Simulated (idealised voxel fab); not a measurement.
The following process module bears the name voxel wiring stack.
The cross-section on display is named cut; it measures 260 nm wide, and its cells are 5 nm squares.
Just so we're on the same page, the cross-sections are grids of square cells, and they're listed out in bands top to bottom, each band one or more rows deep.
Band: top height; bottom height; in nm. Then, left to right: material with width in nm, for each material. "everywhere": a single material spanning edge to edge. "empty": empty space.
It should be noted that heights are counted from 0, beneath which the wafer as supplied is of one material throughout, and that the lowest band possesses no lower boundary but continues downward, as written in "0 nm and below".
Width spec "30->40" -> top row of cells at first value, bottom row at second value, equal per-row change in between.
"no alteration" means the step left every cell of the cross-section as it was.
Empty spaces counting at least 8 cells and having no open way to the top are listed in "Enclosed void listing". The notation width x height at distance is used for each, the distance being from the left edge and all three values in nm.
On each step's line, the part that comes after the settings is the simulator's own comment on the step.
overlay nm: where the mask lay relative to plan, measured to the right, on steps with a mask; negatives go left.
[Steps planned for the process]
1. RECEIVE (material Si)
2. CONFORMAL_DEP (material SiO2; thk nm 10)
3. CONFORMAL_DEP (material SiCN; thk nm 5)
4. DIRECTIONAL_DEP (material SiO2; thk nm 15)
5. PATTERN (tone open; mask id METAL_1; material resist; width nm 30; pitch nm 55; thk nm 20; overlay nm 0)
6. DIRECTIONAL_ETCH (etch materials SiO2; depth nm 15)
7. DIRECTIONAL_ETCH (etch materials SiCN; depth nm 5)
8. STRIP (etch materials resist)
9. CONFORMAL_DEP (material TiN; thk nm 5)
10. FILL_DEP (material Cu; thk nm 5)
11. CMP (height nm 30)
12. CONFORMAL_DEP (material SiCN; thk nm 5)
13. DIRECTIONAL_DEP (material SiO2; thk nm 20)
14. MASKED_ETCH (tone open; mask id PLUG_1; width nm 15; pitch nm 55; etch materials SiO2; depth nm 20; overlay nm 0)
15. MASKED_ETCH (tone open; mask id PLUG_1; width nm 15; pitch nm 55; etch materials SiCN; depth nm 5; overlay nm 0)
16. EPI (material Ru; thk nm 10)
17. EPI (material Ru; thk nm 10)
18. EPI (material Ru; thk nm 5)
19. CONFORMAL_DEP (material SiCN; thk nm 5)
20. DIRECTIONAL_DEP (material lowk; thk nm 20)
21. PATTERN (tone open; mask id METAL_2; material resist; width nm 30; pitch nm 55; thk nm 20; overlay nm 0)
22. DIRECTIONAL_ETCH (etch materials lowk; depth nm 20)
23. DIRECTIONAL_ETCH (etch materials SiCN; depth nm 5)
24. STRIP (etch materials resist)
25. CONFORMAL_DEP (material TiN; thk nm 5)
26. FILL_DEP (material Cu; thk nm 10)
27. CMP (height nm 80)
28. CONFORMAL_DEP (material SiCN; thk nm 5)
29. DIRECTIONAL_DEP (material lowk; thk nm 30)
30. MASKED_ETCH (tone open; mask id METAL_3_HOLES; width nm 15; pitch nm 55; etch materials lowk; depth nm 30; overlay nm 0)
31. MASKED_ETCH (tone open; mask id METAL_3; width nm 30; pitch nm 55; etch materials lowk; depth nm 20; overlay nm 0)
32. MASKED_ETCH (tone open; mask id METAL_3; width nm 30; pitch nm 55; etch materials SiCN; depth nm 5; overlay nm 0)
33. CONFORMAL_DEP (material TiN; thk nm 5)
34. FILL_DEP (material Cu; thk nm 5)
35. CMP (height nm 115)
36. CONFORMAL_DEP (material SiCN; thk nm 5)
37. DIRECTIONAL_DEP (material lowk; thk nm 10)
38. DIRECTIONAL_DEP (material aC; thk nm 10)
39. PATTERN (tone open; mask id PLUG_3; material resist; width nm 15; thk nm 25; overlay nm 0)
40. DIRECTIONAL_ETCH (etch materials aC; depth nm 10)
41. STRIP (etch materials resist)
42. DIRECTIONAL_ETCH (etch materials lowk; depth nm 10)
43. DIRECTIONAL_ETCH (etch materials SiCN; depth nm 5)
44. STRIP (etch materials aC)
45. CONFORMAL_DEP (material TiN; thk nm 5)
46. FILL_DEP (material W; thk nm 10)
47. CMP (height nm 130)
48. CONFORMAL_DEP (material SiN; thk nm 5)
49. DIRECTIONAL_DEP (material lowk; thk nm 25)
50. MASKED_ETCH (tone open; mask id METAL_4; width nm 30; pitch nm 55; etch materials lowk; depth nm 25; overlay nm 0)
51. MASKED_ETCH (tone open; mask id METAL_4; width nm 30; pitch nm 55; etch materials SiN; depth nm 5; overlay nm 0)
52. CONFORMAL_DEP (material TiN; thk nm 5)
53. FILL_DEP (material Cu; thk nm 5)
54. CMP (height nm 160)
55. EPI (material Ru; thk nm 5)
56. FILL_DEP (material SiCN; thk nm 5)
[Cross-section, incoming material, after step 1]
- 0 nm and below: Si everywhere
- Enclosed void listing: none
[Starting structure and process plan are as shown above, but one mistake was made in running the module; the wafer cross-section at the end of the module follows]
- 170 nm to 165 nm: SiCN everywhere
- 165 nm to 160 nm: SiCN=80, Ru=40, SiCN=15, Ru=40, SiCN=85
- 160 nm to 135 nm: lowk=85, TiN=5, Cu=20, TiN=5, lowk=25, TiN=5, Cu=20, TiN=5, lowk=90
- 135 nm to 130 nm: SiN=85, TiN=30, SiN=25, TiN=30, SiN=90
- 130 nm to 120 nm: lowk=85, TiN=5, W=5, TiN=5, lowk=160
- 120 nm to 115 nm: SiCN=85, TiN=15, SiCN=160
- 115 nm to 100 nm: lowk=85, TiN=5, Cu=20, TiN=5, lowk=25, TiN=5, Cu=20, TiN=5, lowk=90
- 100 nm to 95 nm: lowk=85, TiN=5, Cu=5, TiN=20, lowk=25, TiN=5, Cu=5, TiN=20, lowk=90
- 95 nm to 85 nm: lowk=85, TiN=5, Cu=5, TiN=5, lowk=40, TiN=5, Cu=5, TiN=5, lowk=105
- 85 nm to 80 nm: SiCN=85, TiN=15, SiCN=40, TiN=15, SiCN=105
- 80 nm to 60 nm: lowk=85, TiN=5, Cu=20, TiN=5, lowk=25, TiN=5, Cu=20, TiN=5, lowk=90
- 60 nm to 55 nm: SiCN=85, TiN=30, SiCN=25, TiN=30, SiCN=90
- 55 nm to 35 nm: SiO2=85, Ru=15, SiO2=40, Ru=15, SiO2=105
- 35 nm to 30 nm: SiCN=85, Ru=15, SiCN=40, Ru=15, SiCN=105
- 30 nm to 20 nm: SiO2=85, TiN=5, Cu=20, TiN=5, SiO2=25, TiN=5, Cu=20, TiN=5, SiO2=90
- 20 nm to 15 nm: SiO2=85, TiN=30, SiO2=25, TiN=30, SiO2=90
- 15 nm to 10 nm: TiN everywhere
- 10 nm to 0 nm: SiO2 everywhere
- 0 nm and below: Si everywhere
- Enclosed void listing: none
The plan and the run diverged here: step 3 changed vs plan, executed as CONFORMAL_DEP (material TiN; thk nm 5)
